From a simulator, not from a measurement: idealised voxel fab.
The name of this process module is voxel fin reveal.
Pictured: cross-section cut, 230 nm wide, on a grid of 5 nm square cells.
Cross-sections here: square-cell grids, written as top-down lists of bands, a band being one or more rows of cells. It is stipulated that each band's entry specify, in nanometres, the height of the top of the band and then that of its bottom, followed by the materials of the band in left-to-right sequence, each together with its width in nanometres. A single material marked by the word "everywhere" is understood to fill the band from edge to edge; the word "empty" is understood to denote empty space. Convention: height 0 is the level below which the wafer, as received, is all one material. The lowest band does not terminate at the bottom but continues downward, represented as "z 0 and below". Width: "30 to 40" (first number = top row, second number = bottom row, same change from row to row of cells). Given "remained unchanged" for a step, no cell of the cross-section differs between before and after that step. The entry "Enclosed voids" lists the empty spaces that cover at least 8 cells and have no open path to the top. Each is written as width x height at distance, where the distance is measured from the left edge and all three values are in nm. Where a step's line continues beyond its settings, the continuation is a remark by the simulator itself on that step. A step line may carry the setting "overlay nm", which, for steps involving a mask, states the distance by which the mask lay to the right of its intended position; negative values denote displacement to the left.
### Here's what the planned process steps look like
- 1: RECEIVE | material Si
- 2: CONFORMAL_DEP | material SiN | thk nm 5
- 3: DIRECTIONAL_DEP | material aC | thk nm 10
- 4: PATTERN | tone cover | mask id FINS | material resist | width nm 15 | pitch nm 40 | thk nm 25 | overlay nm 0
- 5: DIRECTIONAL_ETCH | etch materials aC | depth nm 10
- 6: STRIP | etch materials resist
- 7: DIRECTIONAL_ETCH | etch materials SiN | depth nm 5
- 8: DIRECTIONAL_ETCH | etch materials Si | depth nm 30
- 9: STRIP | etch materials aC
- 10: OXIDIZE | depth nm 5
- 11: FILL_DEP | material SiO2 | thk nm 10
- 12: CMP | height nm 5
- 13: SELECTIVE_ETCH | etch materials SiO2 | depth nm 15
- 14: STRIP | etch materials SiN
- 15: CONFORMAL_DEP | material HfO2 | thk nm 5
### Run as planned: first of two wafers
### As-received wafer cross-section (after step 1)
- z 0 and below | Si everywhere
- Enclosed voids: none
### Presented here is a cross-section of the wafer after step 2 has been performed
- z 5 to 0 | SiN everywhere
- Everything below 0 is unchanged.
### Presented here is a cross-section of the wafer after step 3 has been performed
- z 15 to 5 | aC everywhere
- Everything below 5 is unchanged.
### Presented here is a cross-section of the wafer after step 4 has been performed
- z 40 to 15 | empty (85), then resist (15), then empty (25), then resist (15), then empty (90)
- Everything below 15 is unchanged.
### Presented here is a cross-section of the wafer after step 5 has been performed
- z 30 to 15 | empty (85), then resist (15), then empty (25), then resist (15), then empty (90)
- z 15 to 5 | empty (85), then aC (15), then empty (25), then aC (15), then empty (90)
- Everything below 5 is unchanged.
### Presented here is a cross-section of the wafer after step 6 has been performed
- z 15 to 5 | empty (85), then aC (15), then empty (25), then aC (15), then empty (90)
- Everything below 5 is unchanged.
### Presented here is a cross-section of the wafer after step 7 has been performed
- z 15 to 5 | empty (85), then aC (15), then empty (25), then aC (15), then empty (90)
- z 5 to 0 | empty (85), then SiN (15), then empty (25), then SiN (15), then empty (90)
- Everything below 0 is unchanged.
### Presented here is a cross-section of the wafer after step 8 has been performed
- z 15 to 5 | empty (85), then aC (15), then empty (25), then aC (15), then empty (90)
- z 5 to 0 | empty (85), then SiN (15), then empty (25), then SiN (15), then empty (90)
- z 0 to -30 | empty (85), then Si (15), then empty (25), then Si (15), then empty (90)
- Everything below -30 is unchanged.
### Presented here is a cross-section of the wafer after step 9 has been performed
- z 5 to 0 | empty (85), then SiN (15), then empty (25), then SiN (15), then empty (90)
- Everything below 0 is unchanged.
### Presented here is a cross-section of the wafer after step 10 has been performed
- z 5 to 0 | empty (85), then SiN (15), then empty (25), then SiN (15), then empty (90)
- z 0 to -30 | empty (85), then SiO2 (5), then Si (5), then SiO2 (5), then empty (25), then SiO2 (5), then Si (5), then SiO2 (5), then empty (90)
- z -30 to -35 | SiO2 (90), then Si (5), then SiO2 (35), then Si (5), then SiO2 (95)
- Everything below -35 is unchanged.
### Presented here is a cross-section of the wafer after step 11 has been performed
- z 15 to 5 | SiO2 everywhere
- z 5 to 0 | SiO2 (85), then SiN (15), then SiO2 (25), then SiN (15), then SiO2 (90)
- z 0 to -35 | SiO2 (90), then Si (5), then SiO2 (35), then Si (5), then SiO2 (95)
- Everything below -35 is unchanged.
### Presented here is a cross-section of the wafer after step 12 has been performed
- z 5 to 0 | SiO2 (85), then SiN (15), then SiO2 (25), then SiN (15), then SiO2 (90)
- Everything below 0 is unchanged.
### Presented here is a cross-section of the wafer after step 13 has been performed
- z 5 to 0 | empty (85), then SiN (15), then empty (25), then SiN (15), then empty (90)
- z 0 to -10 | empty (90), then Si (5), then empty (35), then Si (5), then empty (95)
- Everything below -10 is unchanged.
### Presented here is a cross-section of the wafer after step 14 has been performed
- z 0 to -10 | empty (90), then Si (5), then empty (35), then Si (5), then empty (95)
- Everything below -10 is unchanged.
### Presented here is a cross-section of the wafer after step 15 has been performed
- z 5 to 0 | empty (85), then HfO2 (15), then empty (25), then HfO2 (15), then empty (90)
- z 0 to -5 | empty (85), then HfO2 (5), then Si (5), then HfO2 (5), then empty (25), then HfO2 (5), then Si (5), then HfO2 (5), then empty (90)
- z -5 to -10 | HfO2 (90), then Si (5), then HfO2 (35), then Si (5), then HfO2 (95)
- Everything below -10 is unchanged.
### Wafer two: like wafer one in start and plan, but with one mistake in execution; identical up to and including step 14
Cross-section of the second wafer corresponding to the planned conclusion of step 15: remained unchanged
What was done differently from what was planned? step 15 was dropped from the plan's execution and never run
Counted in cells at the end, the second wafer holds more or fewer of these materials than the first: 54 fewer of HfO2
